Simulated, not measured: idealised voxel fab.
The following process module bears the name voxel double patterning.
Cross-section cut spans 280 nm and uses square cells 5 nm in size.
Heads up, the way a cross-section reads in here is a grid of square cells, handed over as bands from the top down, with every band being one or more rows of cells.
Read a band's entry like this: the first values are the height of its top and the height of its bottom in nm, and what follows is the sequence of materials from left to right, each with its width in nm. Note that "blank" is empty space, and that a single material marked "edge to edge" reaches across the band from edge to edge.
Zero point of the height axis is 0; under it, received wafer = one material. Lowest band: continues down indefinitely, "0 down".
Top row gets the first number, bottom row gets the second, and each row in between changes by the same step: that is how a band width like "30..40" works.
For the purposes of this document, the phrase "no alterations made" attached to a step denotes that no cell within the cross-section was modified by that step.
What "Enclosed void entries" gives you is every empty space of 8 cells or more that is cut off from the top. Each appears as width x height at distance, with the distance taken from the left edge and width, height and distance all in nm.
Heads up: the bit after the settings on a step's line is the simulator's remark on that step.
The optional step-line setting "overlay nm" applies to steps with a mask and quantifies how far to the right of its planned location the mask lay, a negative value indicating leftward placement.

### Below is the list of planned process steps
step 1: op RECEIVE | material Si
step 2: op CONFORMAL_DEP | material SiO2 | thk nm 5
step 3: op DIRECTIONAL_DEP | material TiN | thk nm 20
step 4: op DIRECTIONAL_DEP | material SiCN | thk nm 5
step 5: op PATTERN | tone open | mask id FIRST | material resist | width nm 15 | pitch nm 50 | thk nm 15 | overlay nm 0
step 6: op DIRECTIONAL_ETCH | etch materials SiCN | depth nm 5
step 7: op STRIP | etch materials resist
step 8: op PATTERN | tone open | mask id SECOND | material resist | width nm 15 | thk nm 15 | overlay nm 0
step 9: op DIRECTIONAL_ETCH | etch materials SiCN | depth nm 5
step 10: op STRIP | etch materials resist
step 11: op DIRECTIONAL_ETCH | etch materials TiN | depth nm 10
step 12: op STRIP | etch materials SiCN
The depth nm used in step 11 is not the same on every wafer, whereas the starting condition is; the value printed in the plan is the first wafer's.

### Cross-section of the first incoming wafer of several, state after step 1
    0 down = Si edge to edge
    Enclosed void entries: none

### Every row in this table is a wafer at the end of the module, and it gives, for each of the materials, the cells that wafer has gained (+) or lost (-) since it was received, then its closed voids
depth nm 10 | +56 SiO2 | +206 TiN | Enclosed void entries: none
depth nm 15 | +56 SiO2 | +197 TiN | Enclosed void entries: none
depth nm 20 | +56 SiO2 | +188 TiN | Enclosed void entries: none
depth nm 25 | +56 SiO2 | +188 TiN | Enclosed void entries: none
depth nm 30 | +56 SiO2 | +188 TiN | Enclosed void entries: none
depth nm 35 | +56 SiO2 | +188 TiN | Enclosed void entries: none
